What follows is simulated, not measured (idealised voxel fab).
The following is a process module called voxel released beams.
Pictured: cross-section cut, 145 nm wide, on a grid of 5 nm square cells.
Cross-section format: a grid of square cells, given as bands from top to bottom; each band is one or more rows of cells. Per band: top height and bottom height in nm, followed by the left-to-right materials and their widths in nm; "everywhere" marks a single material spanning edge to edge, "empty" marks empty space. The reference from which all heights are counted is 0, the level beneath which the as-received wafer is entirely one material; the lowest band, having no lower bound, proceeds downward and is written after the example "0 nm and below". You'd read "30 to 40" like this: the band's top row of cells is as wide as the first number, its bottom row is as wide as the second, and going down, every row changes width by the same amount as the row before did. "remained unchanged" for a step: no cell of the cross-section changed in that step. The entry "Sealed void list" lists the empty spaces that cover at least 8 cells and have no open path to the top. Each is written as width x height at distance, where the distance is measured from the left edge and all three values are in nm. What comes after the settings on a step's line is commentary from the simulator itself on that step. The "overlay nm" setting may appear on a step's line; for a step that uses a mask, it gives how far to the right of its planned position the mask lay, and a negative value indicates the left.
[Intended process steps]
1: RECEIVE | material Si
2: CONFORMAL_DEP | material Al2O3 | thk nm 5
3: DIRECTIONAL_DEP | material SiO2 | thk nm 20
4: DIRECTIONAL_DEP | material aC | thk nm 10
5: PATTERN | tone open | mask id ANCHOR | material resist | width nm 25 | thk nm 30 | overlay nm 0
6: DIRECTIONAL_ETCH | etch materials aC | depth nm 10
7: STRIP | etch materials resist
8: DIRECTIONAL_ETCH | etch materials SiO2 | depth nm 20
9: STRIP | etch materials aC
10: CONFORMAL_DEP | material polySi | thk nm 10
11: DIRECTIONAL_DEP | material aC | thk nm 15
12: PATTERN | tone cover | mask id BEAM | material resist | width nm 80 | thk nm 30 | overlay nm 0
13: DIRECTIONAL_ETCH | etch materials aC | depth nm 15
14: STRIP | etch materials resist
15: DIRECTIONAL_ETCH | etch materials polySi | depth nm 10
16: STRIP | etch materials aC
17: STRIP | etch materials SiO2
[Here's what the wafer looked like in cross-section when it arrived - that's after step 1]
0 nm and below = Si everywhere
Sealed void list: none
[The first of the two wafers as seen in cross-section once the module was finished; processing followed the plan]
35 nm to 25 nm = empty: 30  polySi: 15  empty: 5  polySi: 60  empty: 35
25 nm to 15 nm = empty: 35  polySi: 10  empty: 5  polySi: 10  empty: 85
15 nm to 5 nm = empty: 35  polySi: 25  empty: 85
5 nm to 0 nm = Al2O3 everywhere
0 nm and below = Si everywhere
Sealed void list: none
[Cross-sectional image of the second wafer of the two following completion of the module. Starting state and process plan were the same as for the first wafer; one execution error occurred]
35 nm to 25 nm = empty: 30  polySi: 25  empty: 5  polySi: 50  empty: 35
25 nm to 15 nm = empty: 45  polySi: 10  empty: 5  polySi: 10  empty: 75
15 nm to 5 nm = empty: 45  polySi: 25  empty: 75
5 nm to 0 nm = Al2O3 everywhere
0 nm and below = Si everywhere
Sealed void list: none
Error vs. plan: step 5 deviated from plan and actually ran as PATTERN | tone open | mask id ANCHOR | material resist | width nm 25 | thk nm 30 | overlay nm 10
If you tally the cells, the second wafer ends up with the same amount of every material as the first; it's all just sitting in different places.
